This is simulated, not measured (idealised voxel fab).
Herein follows the process module entitled voxel plated lines.
Square cells of 5 nm make up the cross-section cut, whose width is 225 nm.
Just so we're on the same page, the cross-sections are grids of square cells, and they're listed out in bands top to bottom, each band one or more rows deep. Heights first: top, then bottom, in nm. Then materials, left to right, each with a width in nm. "throughout" on a single material: fills the band edge to edge. "air": empty space. Convention: height 0 is the level below which the wafer, as received, is all one material. The lowest band does not terminate at the bottom but continues downward, represented as "0 down". It should be noted that a width expressed as "30->40" varies in equal increments from row to row of cells within the band, taking the value of the first number at the top row and that of the second number at the bottom row. Given "nothing altered" for a step, no cell of the cross-section differs between before and after that step. Entry "Sealed internal cavities" = empty spaces >= 8 cells with no open way to the top; each as width x height at distance, distance from left edge, all nm. Step line, after settings: the simulator's comment on this step. "overlay nm", when on a step's line for a step with a mask, measures how far to the right of its planned place the mask lay; a negative measure means to the left.

# Process steps foreseen in the plan
step 1: RECEIVE: material Si
step 2: CONFORMAL_DEP: material Al2O3, thk nm 15
step 3: DIRECTIONAL_DEP: material TiN, thk nm 5
step 4: PATTERN: tone open, mask id LINES, material resist, width nm 30, pitch nm 55, thk nm 30, overlay nm 0
step 5: EPI: material Ru, thk nm 5
step 6: EPI: material Ru, thk nm 5
step 7: STRIP: etch materials resist
step 8: DIRECTIONAL_ETCH: etch materials TiN, depth nm 5
step 9: CONFORMAL_DEP: material SiO2, thk nm 10

# The cross-section here shows the wafer as received, i.e. in its state after step 1
    0 down: Si throughout
    Sealed internal cavities: none

# Looking at the first of two wafers in cross-section at end of module - ran to plan
    40 to 30: 5 nm air / 50 nm SiO2 / 5 nm air / 50 nm SiO2 / 5 nm air / 50 nm SiO2 / 5 nm air / 50 nm SiO2 / 5 nm air
    30 to 25: 5 nm air / 10 nm SiO2 / 30 nm Ru / 10 nm SiO2 / 5 nm air / 10 nm SiO2 / 30 nm Ru / 10 nm SiO2 / 5 nm air / 10 nm SiO2 / 30 nm Ru / 10 nm SiO2 / 5 nm air / 10 nm SiO2 / 30 nm Ru / 10 nm SiO2 / 5 nm air
    25 to 20: 15 nm SiO2 / 30 nm Ru / 25 nm SiO2 / 30 nm Ru / 25 nm SiO2 / 30 nm Ru / 25 nm SiO2 / 30 nm Ru / 15 nm SiO2
    20 to 15: 15 nm SiO2 / 30 nm TiN / 25 nm SiO2 / 30 nm TiN / 25 nm SiO2 / 30 nm TiN / 25 nm SiO2 / 30 nm TiN / 15 nm SiO2
    15 to 0: Al2O3 throughout
    0 down: Si throughout
    Sealed internal cavities: none

# Second of two wafers, module complete, sectioned: it shares the first wafer's start and plan but was run with one mistake
    40 to 30: 25 nm SiO2 / 10 nm air / 45 nm SiO2 / 10 nm air / 45 nm SiO2 / 10 nm air / 45 nm SiO2 / 10 nm air / 25 nm SiO2
    30 to 25: 15 nm Ru / 10 nm SiO2 / 10 nm air / 10 nm SiO2 / 25 nm Ru / 10 nm SiO2 / 10 nm air / 10 nm SiO2 / 25 nm Ru / 10 nm SiO2 / 10 nm air / 10 nm SiO2 / 25 nm Ru / 10 nm SiO2 / 10 nm air / 10 nm SiO2 / 15 nm Ru
    25 to 20: 15 nm Ru / 30 nm SiO2 / 25 nm Ru / 30 nm SiO2 / 25 nm Ru / 30 nm SiO2 / 25 nm Ru / 30 nm SiO2 / 15 nm Ru
    20 to 15: 15 nm TiN / 30 nm SiO2 / 25 nm TiN / 30 nm SiO2 / 25 nm TiN / 30 nm SiO2 / 25 nm TiN / 30 nm SiO2 / 15 nm TiN
    15 to 0: Al2O3 throughout
    0 down: Si throughout
    Sealed internal cavities: none
Deviation noted in wafer processing: step 4 was not run as planned; what actually ran was PATTERN: tone cover, mask id LINES, material resist, width nm 30, pitch nm 55, thk nm 30, overlay nm 0
FYI, end of process, the second wafer has more or fewer cells of some materials than the first: Ru -6; TiN -3
